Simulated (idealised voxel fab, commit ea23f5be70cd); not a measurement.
Herein follows the process module entitled voxel capacitor over wiring.
Square cell edge 5 nm, section width 195 nm, ID cut.
Cross-section spec: square-cell grid; bands listed top down; each band is one or more rows.
For a band, the entry starts with two heights in nm, that of the top and then that of the bottom, and carries on with the band's materials in order from left to right, each alongside its width in nm; the word "everywhere" beside a single material means it fills the band edge to edge, and "air" means empty space.
Counting heights begins at 0, where everything beneath is, in the wafer as received, one material. The lowest band has no bottom; it goes on downwards, as "0 and below" shows.
A width such as "30 to 40" changes by the same amount from each row of cells to the next, from the band's top row to its bottom row.
"no change" for a step: no cell of the cross-section changed in that step.
Any empty space of 8 cells or more lacking an open way to the top shows up in "Sealed internal voids" as width x height at distance, distance from the left edge, in nm.
What comes after the settings on a step's line is commentary from the simulator itself on that step.
overlay nm: mask right of planned place by this much (step with mask). Neg. = left.

-- The steps planned for the process are as follows
1) RECEIVE [material Si]
2) CONFORMAL_DEP [material SiO2] [thk nm 10]
3) CONFORMAL_DEP [material SiCN] [thk nm 5]
4) DIRECTIONAL_DEP [material lowk] [thk nm 15]
5) PATTERN [tone open] [mask id METAL_1] [material resist] [width nm 25] [pitch nm 80] [thk nm 15] [overlay nm 0]
6) DIRECTIONAL_ETCH [etch materials lowk] [depth nm 15]
7) DIRECTIONAL_ETCH [etch materials SiCN] [depth nm 5]
8) STRIP [etch materials resist]
9) CONFORMAL_DEP [material TiN] [thk nm 5]
10) FILL_DEP [material Cu] [thk nm 10]
11) CMP [height nm 30]
12) EPI [material Ru] [thk nm 5]
13) FILL_DEP [material SiCN] [thk nm 5]
14) DIRECTIONAL_DEP [material lowk] [thk nm 10]
15) MASKED_ETCH [tone open] [mask id PLUG_1] [width nm 15] [etch materials lowk] [depth nm 10] [overlay nm 0]
16) MASKED_ETCH [tone open] [mask id PLUG_1] [width nm 15] [etch materials SiCN] [depth nm 5] [overlay nm 0]
17) EPI [material Ru] [thk nm 10]
18) EPI [material Ru] [thk nm 5]
19) DIRECTIONAL_DEP [material TiN] [thk nm 10]
20) DIRECTIONAL_DEP [material SiN] [thk nm 5]
21) DIRECTIONAL_DEP [material TiN] [thk nm 10]
22) DIRECTIONAL_DEP [material aC] [thk nm 10]
23) PATTERN [tone cover] [mask id UPPER_PLATE] [material resist] [width nm 60] [thk nm 30] [overlay nm 0]
24) DIRECTIONAL_ETCH [etch materials aC] [depth nm 10]
25) STRIP [etch materials resist]
26) DIRECTIONAL_ETCH [etch materials TiN] [depth nm 10]
27) DIRECTIONAL_ETCH [etch materials SiN] [depth nm 5]
28) STRIP [etch materials aC]
29) MASKED_ETCH [tone cover] [mask id LOWER_PLATE] [width nm 70] [etch materials TiN] [depth nm 10] [overlay nm 0]
30) FILL_DEP [material SiO2] [thk nm 15]
31) CMP [height nm 85]
32) PATTERN [tone open] [mask id PLUG_2] [material resist] [width nm 15] [thk nm 20] [overlay nm 0]
33) DIRECTIONAL_ETCH [etch materials SiO2] [depth nm 10]
34) STRIP [etch materials resist]
35) CONFORMAL_DEP [material TiN] [thk nm 5]
36) FILL_DEP [material Cu] [thk nm 5]
37) CMP [height nm 85]
38) CONFORMAL_DEP [material SiCN] [thk nm 5]

-- as received, after step 1
	0 and below | Si everywhere
	Sealed internal voids: none

-- Cross-section taken at module completion on the first of two wafers; processed per the plan
	90 down to 85 | SiCN everywhere
	85 down to 80 | 65 of SiO2 / 5 of TiN / 5 of Cu / 5 of TiN / 115 of SiO2
	80 down to 75 | 65 of SiO2 / 15 of TiN / 115 of SiO2
	75 down to 65 | 55 of SiO2 / 60 of TiN / 80 of SiO2
	65 down to 60 | 55 of SiO2 / 60 of SiN / 80 of SiO2
	60 down to 50 | 50 of SiO2 / 70 of TiN / 75 of SiO2
	50 down to 40 | 55 of lowk / 15 of Ru / 125 of lowk
	40 down to 35 | 55 of SiCN / 15 of Ru / 125 of SiCN
	35 down to 30 | 40 of SiCN / 35 of Ru / 45 of SiCN / 35 of Ru / 40 of SiCN
	30 down to 15 | 45 of lowk / 5 of TiN / 15 of Cu / 5 of TiN / 55 of lowk / 5 of TiN / 15 of Cu / 5 of TiN / 45 of lowk
	15 down to 10 | 45 of SiCN / 25 of TiN / 55 of SiCN / 25 of TiN / 45 of SiCN
	10 down to 0 | SiO2 everywhere
	0 and below | Si everywhere
	Sealed internal voids: none

-- Second wafer of the two, sectioned at the end of the module. It began like the first and followed the same plan, but one mistake was made while running it
	90 down to 85 | SiCN everywhere
	85 down to 80 | 65 of SiO2 / 5 of TiN / 5 of Cu / 5 of TiN / 115 of SiO2
	80 down to 75 | 65 of SiO2 / 15 of TiN / 115 of SiO2
	75 down to 65 | 55 of SiO2 / 60 of TiN / 80 of SiO2
	65 down to 60 | 55 of SiO2 / 60 of SiN / 80 of SiO2
	60 down to 50 | 50 of SiO2 / 70 of TiN / 75 of SiO2
	50 down to 40 | 55 of lowk / 15 of Ru / 125 of lowk
	40 down to 35 | 55 of SiCN / 15 of Ru / 125 of SiCN
	35 down to 30 | 40 of SiCN / 35 of Ru / 45 of SiCN / 35 of Ru / 40 of SiCN
	30 down to 25 | 45 of lowk / 5 of TiN / 15 of Cu / 5 of TiN / 55 of lowk / 5 of TiN / 15 of Cu / 5 of TiN / 45 of lowk
	25 down to 20 | 45 of SiCN / 25 of TiN / 55 of SiCN / 25 of TiN / 45 of SiCN
	20 down to 10 | SiCN everywhere
	10 down to 0 | SiO2 everywhere
	0 and below | Si everywhere
	Sealed internal voids: none
In executing the process, a mistake was made relative to the plan: heads up, step 3 didn't go per plan, it actually ran as CONFORMAL_DEP [material SiCN] [thk nm 15]
Final wafer comparison in cells, second versus first, more or fewer per material: Cu -12, SiCN +78, TiN -8, lowk -58
